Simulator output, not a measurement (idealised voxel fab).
A process module follows: voxel released beams.
In the cross-section labelled cut, the width is 190 nm and each square cell is 5 nm.
Think of the cross-section as a grid of square cells. We describe it in bands, top to bottom, and each band covers one or more rows of those cells. A band entry consists of two parts. The first gives the height of the band's top and the height of its bottom, in nm. The rest lists the band's materials from left to right, each with its width in nm. A single material labelled with the word "all across" fills the band from edge to edge, and the word "air" marks empty space. Where do heights start? At 0: under that level the wafer as delivered is made of one material only. And the lowest band has no floor; it just carries on downward, as in "0 nm and below". A width given as "30->40" starts at the first number in the band's top row and ends at the second number in its bottom row, shifting by an equal amount at every step from row to row. The designation "no modifications", where it is given for a processing step, indicates that no cell of the cross-section was altered in the course of that step. Fully enclosed voids: empty space of 8 cells or more with no open way to the top, each as width x height at its distance from the left edge, in nm. The remark found on a step's line after its settings is issued by the simulator itself and pertains to that step. When a step includes a mask, the "overlay nm" setting on its line states how far to the right of its planned place that mask lay, and negative values state how far to the left. Each of the pairs that make up the rest of this document says: here is the cross-section before one process step, here is the cross-section after it, drawn only down to the lowest band that changed, and here, under the pair, is the step lying between them with its settings. Different pairs may come from different runs of this module on the same starting wafer, so a pair continues from the pair above it only where its entry headed "Pre-process cross-section" says so.
## Pre-process cross-section
- 0 nm and below | Si all across
- Fully enclosed voids: none
## Resulting Cross-Section
- 5 nm to 0 nm | SiN all across
- Beneath the level 0, the cross-section is identical to its previous state.
- Fully enclosed voids: none
Which operation lies between the before and after views above? op CONFORMAL_DEP | material SiN | thk nm 5
Pre-process cross-section: check the pair just above; its after cross-section is our before state.
## Resulting Cross-Section
- 25 nm to 5 nm | SiO2 all across
- Beneath the level 5, the cross-section is identical to its previous state.
- Fully enclosed voids: none
Which operation lies between the before and after views above? op DIRECTIONAL_DEP | material SiO2 | thk nm 20
Pre-process cross-section: check the pair just above; its after cross-section is our before state.
## Resulting Cross-Section
- 40 nm to 25 nm | 35 nm resist  35 nm air  120 nm resist
- Beneath the level 25, the cross-section is identical to its previous state.
- Fully enclosed voids: none
Which operation lies between the before and after views above? op PATTERN | tone open | mask id ANCHOR | material resist | width nm 35 | thk nm 15 | overlay nm 0
Pre-process cross-section: check the pair just above; its after cross-section is our before state.
## Resulting Cross-Section
- 40 nm to 25 nm | 35 nm resist  35 nm air  120 nm resist
- 25 nm to 5 nm | 35 nm SiO2  35 nm air  120 nm SiO2
- Beneath the level 5, the cross-section is identical to its previous state.
- Fully enclosed voids: none
Which operation lies between the before and after views above? op DIRECTIONAL_ETCH | etch materials SiO2 | depth nm 20
Pre-process cross-section: check the pair just above; its after cross-section is our before state.
## Resulting Cross-Section
- 25 nm to 5 nm | 35 nm SiO2  35 nm air  120 nm SiO2
- Beneath the level 5, the cross-section is identical to its previous state.
- Fully enclosed voids: none
Which operation lies between the before and after views above? op STRIP | etch materials resist
Pre-process cross-section: check the pair just above; its after cross-section is our before state.
## Resulting Cross-Section
- 35 nm to 25 nm | 45 nm W  15 nm air  130 nm W
- 25 nm to 15 nm | 35 nm SiO2  10 nm W  15 nm air  10 nm W  120 nm SiO2
- 15 nm to 5 nm | 35 nm SiO2  35 nm W  120 nm SiO2
- Beneath the level 5, the cross-section is identical to its previous state.
- Fully enclosed voids: none
Which operation lies between the before and after views above? op CONFORMAL_DEP | material W | thk nm 10
Pre-process cross-section: check the pair just above; its after cross-section is our before state.
## Resulting Cross-Section
- 50 nm to 35 nm | 30 nm air  120 nm resist  40 nm air
- 35 nm to 25 nm | 45 nm W  15 nm resist  130 nm W
- 25 nm to 15 nm | 35 nm SiO2  10 nm W  15 nm resist  10 nm W  120 nm SiO2
- Beneath the level 15, the cross-section is identical to its previous state.
- Fully enclosed voids: none
Which operation lies between the before and after views above? op PATTERN | tone cover | mask id BEAM | material resist | width nm 120 | thk nm 15 | overlay nm 0
Pre-process cross-section: check the pair just above; its after cross-section is our before state.
## Resulting Cross-Section
- 50 nm to 35 nm | 30 nm air  120 nm resist  40 nm air
- 35 nm to 25 nm | 30 nm air  15 nm W  15 nm resist  90 nm W  40 nm air
- Beneath the level 25, the cross-section is identical to its previous state.
- Fully enclosed voids: none
Which operation lies between the before and after views above? op DIRECTIONAL_ETCH | etch materials W | depth nm 10
Pre-process cross-section: check the pair just above; its after cross-section is our before state.
## Resulting Cross-Section
- 35 nm to 25 nm | 30 nm air  15 nm W  15 nm air  90 nm W  40 nm air
- 25 nm to 15 nm | 35 nm SiO2  10 nm W  15 nm air  10 nm W  120 nm SiO2
- Beneath the level 15, the cross-section is identical to its previous state.
- Fully enclosed voids: none
Which operation lies between the before and after views above? op STRIP | etch materials resist
Pre-process cross-section: check the pair just above; its after cross-section is our before state.
## Resulting Cross-Section
- 35 nm to 25 nm | 30 nm air  15 nm W  15 nm air  90 nm W  40 nm air
- 25 nm to 15 nm | 35 nm air  10 nm W  15 nm air  10 nm W  120 nm air
- 15 nm to 5 nm | 35 nm air  35 nm W  120 nm air
- Beneath the level 5, the cross-section is identical to its previous state.
- Fully enclosed voids: none
Which operation lies between the before and after views above? op STRIP | etch materials SiO2
## Pre-process cross-section
- 0 nm and below | Si all across
- Fully enclosed voids: none
## Resulting Cross-Section
- 20 nm to 0 nm | SiO2 all across
- Beneath the level 0, the cross-section is identical to its previous state.
- Fully enclosed voids: none
Which operation lies between the before and after views above? op DIRECTIONAL_DEP | material SiO2 | thk nm 20
Pre-process cross-section: check the pair just above; its after cross-section is our before state.
## Resulting Cross-Section
- 35 nm to 20 nm | 35 nm resist  35 nm air  120 nm resist
- Beneath the level 20, the cross-section is identical to its previous state.
- Fully enclosed voids: none
Which operation lies between the before and after views above? op PATTERN | tone open | mask id ANCHOR | material resist | width nm 35 | thk nm 15 | overlay nm 0
Pre-process cross-section: check the pair just above; its after cross-section is our before state.
## Resulting Cross-Section
- 35 nm to 20 nm | 35 nm resist  35 nm air  120 nm resist
- 20 nm to 0 nm | 35 nm SiO2  35 nm air  120 nm SiO2
- Beneath the level 0, the cross-section is identical to its previous state.
- Fully enclosed voids: none
Which operation lies between the before and after views above? op DIRECTIONAL_ETCH | etch materials SiO2 | depth nm 20
Pre-process cross-section: check the pair just above; its after cross-section is our before state.
## Resulting Cross-Section
- 20 nm to 0 nm | 35 nm SiO2  35 nm air  120 nm SiO2
- Beneath the level 0, the cross-section is identical to its previous state.
- Fully enclosed voids: none
Which operation lies between the before and after views above? op STRIP | etch materials resist
Pre-process cross-section: check the pair just above; its after cross-section is our before state.
## Resulting Cross-Section
- 30 nm to 20 nm | 45 nm W  15 nm air  130 nm W
- 20 nm to 10 nm | 35 nm SiO2  10 nm W  15 nm air  10 nm W  120 nm SiO2
- 10 nm to 0 nm | 35 nm SiO2  35 nm W  120 nm SiO2
- Beneath the level 0, the cross-section is identical to its previous state.
- Fully enclosed voids: none
Which operation lies between the before and after views above? op CONFORMAL_DEP | material W | thk nm 10
Pre-process cross-section: check the pair just above; its after cross-section is our before state.
## Resulting Cross-Section
- 45 nm to 30 nm | 30 nm air  120 nm resist  40 nm air
- 30 nm to 20 nm | 45 nm W  15 nm resist  130 nm W
- 20 nm to 10 nm | 35 nm SiO2  10 nm W  15 nm resist  10 nm W  120 nm SiO2
- Beneath the level 10, the cross-section is identical to its previous state.
- Fully enclosed voids: none
Which operation lies between the before and after views above? op PATTERN | tone cover | mask id BEAM | material resist | width nm 120 | thk nm 15 | overlay nm 0
Pre-process cross-section: check the pair just above; its after cross-section is our before state.
## Resulting Cross-Section
- 45 nm to 30 nm | 30 nm air  120 nm resist  40 nm air
- 30 nm to 20 nm | 30 nm air  15 nm W  15 nm resist  90 nm W  40 nm air
- Beneath the level 20, the cross-section is identical to its previous state.
- Fully enclosed voids: none
Which operation lies between the before and after views above? op DIRECTIONAL_ETCH | etch materials W | depth nm 10
Pre-process cross-section: check the pair just above; its after cross-section is our before state.
## Resulting Cross-Section
- 30 nm to 20 nm | 30 nm air  15 nm W  15 nm air  90 nm W  40 nm air
- 20 nm to 10 nm | 35 nm SiO2  10 nm W  15 nm air  10 nm W  120 nm SiO2
- Beneath the level 10, the cross-section is identical to its previous state.
- Fully enclosed voids: none
Which operation lies between the before and after views above? op STRIP | etch materials resist
Pre-process cross-section: check the pair just above; its after cross-section is our before state.
## Resulting Cross-Section
- 30 nm to 20 nm | 30 nm air  15 nm W  15 nm air  90 nm W  40 nm air
- 20 nm to 10 nm | 35 nm air  10 nm W  15 nm air  10 nm W  120 nm air
- 10 nm to 0 nm | 35 nm air  35 nm W  120 nm air
- Beneath the level 0, the cross-section is identical to its previous state.
- Fully enclosed voids: none
Which operation lies between the before and after views above? op STRIP | etch materials SiO2
## Pre-process cross-section
- 20 nm to 0 nm | SiO2 all across
- 0 nm and below | Si all across
- Fully enclosed voids: none
## Resulting Cross-Section
- 25 nm to 20 nm | SiN all across
- Beneath the level 20, the cross-section is identical to its previous state.
- Fully enclosed voids: none
Which operation lies between the before and after views above? op CONFORMAL_DEP | material SiN | thk nm 5
Pre-process cross-section: check the pair just above; its after cross-section is our before state.
## Resulting Cross-Section
- 40 nm to 25 nm | 35 nm resist  35 nm air  120 nm resist
- Beneath the level 25, the cross-section is identical to its previous state.
- Fully enclosed voids: none
Which operation lies between the before and after views above? op PATTERN | tone open | mask id ANCHOR | material resist | width nm 35 | thk nm 15 | overlay nm 0
Pre-process cross-section: check the pair just above; its after cross-section is our before state.
## Resulting Cross-Section
- 25 nm to 20 nm | SiN all across
- Beneath the level 20, the cross-section is identical to its previous state.
- Fully enclosed voids: none
Which operation lies between the before and after views above? op STRIP | etch materials resist
Pre-process cross-section: check the pair just above; its after cross-section is our before state.
## Resulting Cross-Section
- 35 nm to 25 nm | W all across
- Beneath the level 25, the cross-section is identical to its previous state.
- Fully enclosed voids: none
Which operation lies between the before and after views above? op CONFORMAL_DEP | material W | thk nm 10
Pre-process cross-section: check the pair just above; its after cross-section is our before state.
## Resulting Cross-Section
- 50 nm to 35 nm | 30 nm air  120 nm resist  40 nm air
- Beneath the level 35, the cross-section is identical to its previous state.
- Fully enclosed voids: none
Which operation lies between the before and after views above? op PATTERN | tone cover | mask id BEAM | material resist | width nm 120 | thk nm 15 | overlay nm 0
Pre-process cross-section: check the pair just above; its after cross-section is our before state.
## Resulting Cross-Section
- 50 nm to 35 nm | 30 nm air  120 nm resist  40 nm air
- 35 nm to 25 nm | 30 nm air  120 nm W  40 nm air
- Beneath the level 25, the cross-section is identical to its previous state.
- Fully enclosed voids: none
Which operation lies between the before and after views above? op DIRECTIONAL_ETCH | etch materials W | depth nm 10
Pre-process cross-section: check the pair just above; its after cross-section is our before state.
## Resulting Cross-Section
- 35 nm to 25 nm | 30 nm air  120 nm W  40 nm air
- Beneath the level 25, the cross-section is identical to its previous state.
- Fully enclosed voids: none
Which operation lies between the before and after views above? op STRIP | etch materials resist
## Pre-process cross-section
- 25 nm to 5 nm | 35 nm SiO2  35 nm air  120 nm SiO2
- 5 nm to 0 nm | SiN all across
- 0 nm and below | Si all across
- Fully enclosed voids: none
## Resulting Cross-Section
- 30 nm to 25 nm | 40 nm W  25 nm air  125 nm W
- 25 nm to 10 nm | 35 nm SiO2  5 nm W  25 nm air  5 nm W  120 nm SiO2
- 10 nm to 5 nm | 35 nm SiO2  35 nm W  120 nm SiO2
- Beneath the level 5, the cross-section is identical to its previous state.
- Fully enclosed voids: none
Which operation lies between the before and after views above? op CONFORMAL_DEP | material W | thk nm 5
Pre-process cross-section: check the pair just above; its after cross-section is our before state.
## Resulting Cross-Section
- 45 nm to 30 nm | 30 nm air  120 nm resist  40 nm air
- 30 nm to 25 nm | 40 nm W  25 nm resist  125 nm W
- 25 nm to 10 nm | 35 nm SiO2  5 nm W  25 nm resist  5 nm W  120 nm SiO2
- Beneath the level 10, the cross-section is identical to its previous state.
- Fully enclosed voids: none
Which operation lies between the before and after views above? op PATTERN | tone cover | mask id BEAM | material resist | width nm 120 | thk nm 15 | overlay nm 0
Pre-process cross-section: check the pair just above; its after cross-section is our before state.
## Resulting Cross-Section
- 45 nm to 30 nm | 30 nm air  120 nm resist  40 nm air
- 30 nm to 25 nm | 30 nm air  10 nm W  25 nm resist  85 nm W  40 nm air
- Beneath the level 25, the cross-section is identical to its previous state.
- Fully enclosed voids: none
Which operation lies between the before and after views above? op DIRECTIONAL_ETCH | etch materials W | depth nm 10
Pre-process cross-section: check the pair just above; its after cross-section is our before state.
## Resulting Cross-Section
- 30 nm to 25 nm | 30 nm air  10 nm W  25 nm air  85 nm W  40 nm air
- 25 nm to 10 nm | 35 nm SiO2  5 nm W  25 nm air  5 nm W  120 nm SiO2
- Beneath the level 10, the cross-section is identical to its previous state.
- Fully enclosed voids: none
Which operation lies between the before and after views above? op STRIP | etch materials resist
Pre-process cross-section: check the pair just above; its after cross-section is our before state.
## Resulting Cross-Section
- 30 nm to 25 nm | 30 nm air  10 nm W  25 nm air  85 nm W  40 nm air
- 25 nm to 10 nm | 35 nm air  5 nm W  25 nm air  5 nm W  120 nm air
- 10 nm to 5 nm | 35 nm air  35 nm W  120 nm air
- Beneath the level 5, the cross-section is identical to its previous state.
- Fully enclosed voids: none
Which operation lies between the before and after views above? op STRIP | etch materials SiO2
## Pre-process cross-section
- 35 nm to 25 nm | 45 nm W  15 nm air  130 nm W
- 25 nm to 15 nm | 35 nm SiO2  10 nm W  15 nm air  10 nm W  120 nm SiO2
- 15 nm to 5 nm | 35 nm SiO2  35 nm W  120 nm SiO2
- 5 nm to 0 nm | SiN all across
- 0 nm and below | Si all across
- Fully enclosed voids: none
## Resulting Cross-Section
- 50 nm to 35 nm | 35 nm air  115 nm resist  40 nm air
- 35 nm to 25 nm | 45 nm W  15 nm resist  130 nm W
- 25 nm to 15 nm | 35 nm SiO2  10 nm W  15 nm resist  10 nm W  120 nm SiO2
- Beneath the level 15, the cross-section is identical to its previous state.
- Fully enclosed voids: none
Which operation lies between the before and after views above? op PATTERN | tone cover | mask id BEAM | material resist | width nm 115 | thk nm 15 | overlay nm 0
Pre-process cross-section: check the pair just above; its after cross-section is our before state.
## Resulting Cross-Section
- 50 nm to 35 nm | 35 nm air  115 nm resist  40 nm air
- 35 nm to 25 nm | 35 nm air  10 nm W  15 nm resist  90 nm W  40 nm air
- Beneath the level 25, the cross-section is identical to its previous state.
- Fully enclosed voids: none
Which operation lies between the before and after views above? op DIRECTIONAL_ETCH | etch materials W | depth nm 10
Pre-process cross-section: check the pair just above; its after cross-section is our before state.
## Resulting Cross-Section
- 35 nm to 25 nm | 35 nm air  10 nm W  15 nm air  90 nm W  40 nm air
- 25 nm to 15 nm | 35 nm SiO2  10 nm W  15 nm air  10 nm W  120 nm SiO2
- Beneath the level 15, the cross-section is identical to its previous state.
- Fully enclosed voids: none
Which operation lies between the before and after views above? op STRIP | etch materials resist
Pre-process cross-section: check the pair just above; its after cross-section is our before state.
## Resulting Cross-Section
- 35 nm to 25 nm | 35 nm air  10 nm W  15 nm air  90 nm W  40 nm air
- 25 nm to 15 nm | 35 nm air  10 nm W  15 nm air  10 nm W  120 nm air
- 15 nm to 5 nm | 35 nm air  35 nm W  120 nm air
- Beneath the level 5, the cross-section is identical to its previous state.
- Fully enclosed voids: none
Which operation lies between the before and after views above? op STRIP | etch materials SiO2
## Pre-process cross-section
- 35 nm to 25 nm | 45 nm W  15 nm air  130 nm W
- 25 nm to 15 nm | 35 nm SiO2  10 nm W  15 nm air  10 nm W  120 nm SiO2
- 15 nm to 5 nm | 35 nm SiO2  35 nm W  120 nm SiO2
- 5 nm to 0 nm | SiN all across
- 0 nm and below | Si all across
- Fully enclosed voids: none
## Resulting Cross-Section
- 50 nm to 35 nm | 25 nm air  120 nm resist  45 nm air
- 35 nm to 25 nm | 45 nm W  15 nm resist  130 nm W
- 25 nm to 15 nm | 35 nm SiO2  10 nm W  15 nm resist  10 nm W  120 nm SiO2
- Beneath the level 15, the cross-section is identical to its previous state.
- Fully enclosed voids: none
Which operation lies between the before and after views above? op PATTERN | tone cover | mask id BEAM | material resist | width nm 120 | thk nm 15 | overlay nm -5
Pre-process cross-section: check the pair just above; its after cross-section is our before state.
## Resulting Cross-Section
- 50 nm to 35 nm | 25 nm air  120 nm resist  45 nm air
- 35 nm to 25 nm | 25 nm air  20 nm W  15 nm resist  85 nm W  45 nm air
- Beneath the level 25, the cross-section is identical to its previous state.
- Fully enclosed voids: none
Which operation lies between the before and after views above? op DIRECTIONAL_ETCH | etch materials W | depth nm 10
Pre-process cross-section: check the pair just above; its after cross-section is our before state.
## Resulting Cross-Section
- 35 nm to 25 nm | 25 nm air  20 nm W  15 nm air  85 nm W  45 nm air
- 25 nm to 15 nm | 35 nm SiO2  10 nm W  15 nm air  10 nm W  120 nm SiO2
- Beneath the level 15, the cross-section is identical to its previous state.
- Fully enclosed voids: none
Which operation lies between the before and after views above? op STRIP | etch materials resist
Pre-process cross-section: check the pair just above; its after cross-section is our before state.
## Resulting Cross-Section
- 35 nm to 25 nm | 25 nm air  20 nm W  15 nm air  85 nm W  45 nm air
- 25 nm to 15 nm | 35 nm air  10 nm W  15 nm air  10 nm W  120 nm air
- 15 nm to 5 nm | 35 nm air  35 nm W  120 nm air
- Beneath the level 5, the cross-section is identical to its previous state.
- Fully enclosed voids: none
Which operation lies between the before and after views above? op STRIP | etch materials SiO2
## Pre-process cross-section
- 5 nm to 0 nm | SiN all across
- 0 nm and below | Si all across
- Fully enclosed voids: none
## Resulting Cross-Section
- 25 nm to 0 nm | SiN all across
- Beneath the level 0, the cross-section is identical to its previous state.
- Fully enclosed voids: none
Which operation lies between the before and after views above? op DIRECTIONAL_DEP | material SiN | thk nm 20
Pre-process cross-section: check the pair just above; its after cross-section is our before state.
## Resulting Cross-Section
- 40 nm to 25 nm | 35 nm resist  35 nm air  120 nm resist
- Beneath the level 25, the cross-section is identical to its previous state.
- Fully enclosed voids: none
Which operation lies between the before and after views above? op PATTERN | tone open | mask id ANCHOR | material resist | width nm 35 | thk nm 15 | overlay nm 0
Pre-process cross-section: check the pair just above; its after cross-section is our before state.
## Resulting Cross-Section
- 25 nm to 0 nm | SiN all across
- Beneath the level 0, the cross-section is identical to its previous state.
- Fully enclosed voids: none
Which operation lies between the before and after views above? op STRIP | etch materials resist
Pre-process cross-section: check the pair just above; its after cross-section is our before state.
## Resulting Cross-Section
- 35 nm to 25 nm | W all across
- Beneath the level 25, the cross-section is identical to its previous state.
- Fully enclosed voids: none
Which operation lies between the before and after views above? op CONFORMAL_DEP | material W | thk nm 10
Pre-process cross-section: check the pair just above; its after cross-section is our before state.
## Resulting Cross-Section
- 50 nm to 35 nm | 30 nm air  120 nm resist  40 nm air
- Beneath the level 35, the cross-section is identical to its previous state.
- Fully enclosed voids: none
Which operation lies between the before and after views above? op PATTERN | tone cover | mask id BEAM | material resist | width nm 120 | thk nm 15 | overlay nm 0
Pre-process cross-section: check the pair just above; its after cross-section is our before state.
## Resulting Cross-Section
- 50 nm to 35 nm | 30 nm air  120 nm resist  40 nm air
- 35 nm to 25 nm | 30 nm air  120 nm W  40 nm air
- Beneath the level 25, the cross-section is identical to its previous state.
- Fully enclosed voids: none
Which operation lies between the before and after views above? op DIRECTIONAL_ETCH | etch materials W | depth nm 10
Pre-process cross-section: check the pair just above; its after cross-section is our before state.
## Resulting Cross-Section
- 35 nm to 25 nm | 30 nm air  120 nm W  40 nm air
- Beneath the level 25, the cross-section is identical to its previous state.
- Fully enclosed voids: none
Which operation lies between the before and after views above? op STRIP | etch materials resist
## Pre-process cross-section
- 25 nm to 5 nm | SiO2 all across
- 5 nm to 0 nm | SiN all across
- 0 nm and below | Si all across
- Fully enclosed voids: none
## Resulting Cross-Section
- 40 nm to 25 nm | 35 nm air  35 nm resist  120 nm air
- Beneath the level 25, the cross-section is identical to its previous state.
- Fully enclosed voids: none
Which operation lies between the before and after views above? op PATTERN | tone cover | mask id ANCHOR | material resist | width nm 35 | thk nm 15 | overlay nm 0
Pre-process cross-section: check the pair just above; its after cross-section is our before state.
## Resulting Cross-Section
- 40 nm to 25 nm | 35 nm air  35 nm resist  120 nm air
- 25 nm to 5 nm | 35 nm air  35 nm SiO2  120 nm air
- Beneath the level 5, the cross-section is identical to its previous state.
- Fully enclosed voids: none
Which operation lies between the before and after views above? op DIRECTIONAL_ETCH | etch materials SiO2 | depth nm 20
Pre-process cross-section: check the pair just above; its after cross-section is our before state.
## Resulting Cross-Section
- 25 nm to 5 nm | 35 nm air  35 nm SiO2  120 nm air
- Beneath the level 5, the cross-section is identical to its previous state.
- Fully enclosed voids: none
Which operation lies between the before and after views above? op STRIP | etch materials resist
Pre-process cross-section: check the pair just above; its after cross-section is our before state.
## Resulting Cross-Section
- 35 nm to 25 nm | 25 nm air  55 nm W  110 nm air
- 25 nm to 15 nm | 25 nm air  10 nm W  35 nm SiO2  10 nm W  110 nm air
- 15 nm to 5 nm | 35 nm W  35 nm SiO2  120 nm W
- Beneath the level 5, the cross-section is identical to its previous state.
- Fully enclosed voids: none
Which operation lies between the before and after views above? op CONFORMAL_DEP | material W | thk nm 10
Pre-process cross-section: check the pair just above; its after cross-section is our before state.
## Resulting Cross-Section
- 50 nm to 35 nm | 30 nm air  120 nm resist  40 nm air
- 35 nm to 25 nm | 25 nm air  55 nm W  70 nm resist  40 nm air
- 25 nm to 15 nm | 25 nm air  10 nm W  35 nm SiO2  10 nm W  70 nm resist  40 nm air
- Beneath the level 15, the cross-section is identical to its previous state.
- Fully enclosed voids: none
Which operation lies between the before and after views above? op PATTERN | tone cover | mask id BEAM | material resist | width nm 120 | thk nm 15 | overlay nm 0
Pre-process cross-section: check the pair just above; its after cross-section is our before state.
## Resulting Cross-Section
- 50 nm to 35 nm | 30 nm air  120 nm resist  40 nm air
- 35 nm to 25 nm | 30 nm air  50 nm W  70 nm resist  40 nm air
- 25 nm to 15 nm | 25 nm air  10 nm W  35 nm SiO2  10 nm W  70 nm resist  40 nm air
- 15 nm to 5 nm | 25 nm air  10 nm W  35 nm SiO2  80 nm W  40 nm air
- Beneath the level 5, the cross-section is identical to its previous state.
- Fully enclosed voids: none
Which operation lies between the before and after views above? op DIRECTIONAL_ETCH | etch materials W | depth nm 10
Pre-process cross-section: check the pair just above; its after cross-section is our before state.
## Resulting Cross-Section
- 35 nm to 25 nm | 30 nm air  50 nm W  110 nm air
- 25 nm to 15 nm | 25 nm air  10 nm W  35 nm SiO2  10 nm W  110 nm air
- Beneath the level 15, the cross-section is identical to its previous state.
- Fully enclosed voids: none
Which operation lies between the before and after views above? op STRIP | etch materials resist
